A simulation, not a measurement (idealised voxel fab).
A process module follows: voxel wiring stack.
Shown is cross-section cut, with a width of 290 nm and square cells of size 5 nm.
This document writes a cross-section as a grid whose cells are square, and gives it as bands, listed from the top down; one or more rows of cells form a band.
Quick guide to a band line: top height, bottom height (nm) up front; then every material left to right with its width in nm. Only one material and it's marked "throughout"? Then it fills the band edge to edge. And "air" just means empty space.
The level at which height equals 0 is the one under which the wafer, as it arrives, is entirely one material. No lower edge exists for the bottom band, which continues downward and is notated as in "top 0, no bottom".
Quick explanation for "30 to 40": the width changes in equal steps down the rows of cells, from the first number in the band's top row to the second number in its bottom row.
"remained unchanged" means the step left every cell of the cross-section as it was.
"Enclosed internal cavities" specifies each empty space that is not open to the top and that occupies no fewer than 8 cells, using the form width x height at distance, the distance measured from the left edge and all three quantities in nm.
It should be noted that, on the line of a given step, the content following the step's settings is a remark produced by the simulator itself with respect to that step.
On any step carrying a mask, the "overlay nm" setting, if present on the step's line, tells how far right of its planned place the mask lay; negative values point to the left.
### Steps planned for the process
1,RECEIVE,material Si
2,CONFORMAL_DEP,material SiO2,thk nm 15
3,DIRECTIONAL_DEP,material TiN,thk nm 5
4,DIRECTIONAL_DEP,material W,thk nm 15
5,DIRECTIONAL_DEP,material aC,thk nm 10
6,PATTERN,tone cover,mask id METAL_1,material resist,width nm 25,pitch nm 50,thk nm 25,overlay nm 0
7,DIRECTIONAL_ETCH,etch materials aC,depth nm 10
8,STRIP,etch materials resist
9,DIRECTIONAL_ETCH,etch materials W,depth nm 15
10,DIRECTIONAL_ETCH,etch materials TiN,depth nm 5
11,STRIP,etch materials aC
12,FILL_DEP,material SiO2,thk nm 5
13,CMP,height nm 35
14,CONFORMAL_DEP,material SiCN,thk nm 5
15,DIRECTIONAL_DEP,material SiO2,thk nm 20
16,MASKED_ETCH,tone open,mask id PLUG_1,width nm 15,etch materials SiO2,depth nm 20,overlay nm 0
17,MASKED_ETCH,tone open,mask id PLUG_1,width nm 15,etch materials SiCN,depth nm 5,overlay nm 0
18,EPI,material Ru,thk nm 10
19,EPI,material Ru,thk nm 10
20,EPI,material Ru,thk nm 5
21,CONFORMAL_DEP,material SiCN,thk nm 5
22,DIRECTIONAL_DEP,material lowk,thk nm 25
23,PATTERN,tone open,mask id METAL_2,material resist,width nm 25,pitch nm 50,thk nm 20,overlay nm 0
24,DIRECTIONAL_ETCH,etch materials lowk,depth nm 25
25,DIRECTIONAL_ETCH,etch materials SiCN,depth nm 5
26,STRIP,etch materials resist
27,CONFORMAL_DEP,material TiN,thk nm 5
28,FILL_DEP,material Ru,thk nm 5
29,CMP,height nm 90
30,EPI,material Ru,thk nm 5
31,FILL_DEP,material SiCN,thk nm 5
32,DIRECTIONAL_DEP,material SiO2,thk nm 20
33,DIRECTIONAL_DEP,material aC,thk nm 10
34,PATTERN,tone open,mask id PLUG_2,material resist,width nm 15,pitch nm 50,thk nm 25,overlay nm 0
35,DIRECTIONAL_ETCH,etch materials aC,depth nm 10
36,STRIP,etch materials resist
37,DIRECTIONAL_ETCH,etch materials SiO2,depth nm 20
38,DIRECTIONAL_ETCH,etch materials SiCN,depth nm 5
39,STRIP,etch materials aC
40,EPI,material Ru,thk nm 10
41,EPI,material Ru,thk nm 10
42,EPI,material Ru,thk nm 5
43,CONFORMAL_DEP,material SiCN,thk nm 5
44,DIRECTIONAL_DEP,material SiO2,thk nm 25
45,DIRECTIONAL_DEP,material aC,thk nm 15
46,PATTERN,tone open,mask id METAL_3,material resist,width nm 25,pitch nm 50,thk nm 35,overlay nm 0
47,DIRECTIONAL_ETCH,etch materials aC,depth nm 15
48,STRIP,etch materials resist
49,DIRECTIONAL_ETCH,etch materials SiO2,depth nm 25
50,DIRECTIONAL_ETCH,etch materials SiCN,depth nm 5
51,STRIP,etch materials aC
52,CONFORMAL_DEP,material TiN,thk nm 5
53,FILL_DEP,material Cu,thk nm 5
54,CMP,height nm 150
55,CONFORMAL_DEP,material SiN,thk nm 5
### Cross-section of the incoming wafer, state after step 1
> top 0, no bottom = Si throughout
> Enclosed internal cavities: none
### Cross-section: first of two wafers, module finished, run according to plan
> top 155, bottom 150 = SiN throughout
> top 150, bottom 125 = 105 of SiO2  5 of TiN  15 of Cu  5 of TiN  25 of SiO2  5 of TiN  15 of Cu  5 of TiN  110 of SiO2
> top 125, bottom 120 = 105 of SiCN  25 of TiN  25 of SiCN  25 of TiN  110 of SiCN
> top 120, bottom 100 = 105 of SiO2  15 of Ru  35 of SiO2  15 of Ru  120 of SiO2
> top 100, bottom 90 = 105 to 100 of SiCN  15 to 35 of Ru  35 to 15 of SiCN  15 to 35 of Ru  120 to 105 of SiCN
> top 90, bottom 65 = 105 of lowk  5 of TiN  15 of Ru  5 of TiN  25 of lowk  5 of TiN  15 of Ru  5 of TiN  110 of lowk
> top 65, bottom 60 = 105 of SiCN  25 of TiN  25 of SiCN  25 of TiN  110 of SiCN
> top 60, bottom 40 = 105 of SiO2  15 of Ru  170 of SiO2
> top 40, bottom 35 = 105 of SiCN  15 of Ru  170 of SiCN
> top 35, bottom 20 = 105 of SiO2  25 of W  25 of SiO2  25 of W  110 of SiO2
> top 20, bottom 15 = 105 of SiO2  25 of TiN  25 of SiO2  25 of TiN  110 of SiO2
> top 15, bottom 0 = SiO2 throughout
> top 0, no bottom = Si throughout
> Enclosed internal cavities: none
### Cross-section, second wafer: same start as the first, same plan as the first, one mistake in running it; taken at the end of the module
> top 155, bottom 150 = SiN throughout
> top 150, bottom 125 = 105 of SiO2  5 of TiN  15 of Cu  5 of TiN  25 of SiO2  5 of TiN  15 of Cu  5 of TiN  110 of SiO2
> top 125, bottom 115 = 105 to 110 of SiCN  25 to 5 of TiN  25 to 45 of SiCN  25 to 5 of TiN  110 to 125 of SiCN
> top 115, bottom 110 = 100 of SiCN  35 of SiO2  15 of SiCN  35 of SiO2  105 of SiCN
> top 110, bottom 95 = SiO2 throughout
> top 95, bottom 90 = 100 of SiO2  35 of Ru  15 of SiO2  35 of Ru  105 of SiO2
> top 90, bottom 65 = 105 of lowk  5 of TiN  15 of Ru  5 of TiN  25 of lowk  5 of TiN  15 of Ru  5 of TiN  110 of lowk
> top 65, bottom 60 = 105 of SiCN  25 of TiN  25 of SiCN  25 of TiN  110 of SiCN
> top 60, bottom 40 = 105 of SiO2  15 of Ru  170 of SiO2
> top 40, bottom 35 = 105 of SiCN  15 of Ru  170 of SiCN
> top 35, bottom 20 = 105 of SiO2  25 of W  25 of SiO2  25 of W  110 of SiO2
> top 20, bottom 15 = 105 of SiO2  25 of TiN  25 of SiO2  25 of TiN  110 of SiO2
> top 15, bottom 0 = SiO2 throughout
> top 0, no bottom = Si throughout
> Enclosed internal cavities: none
So what did we get wrong on this run? contrary to the plan, steps 31 and 32 were processed in exchanged order
Upon completion, the second wafer contains, in terms of cells, a greater or smaller amount of certain materials than the first wafer: Ru -30; SiCN +4; SiO2 +24; TiN +2
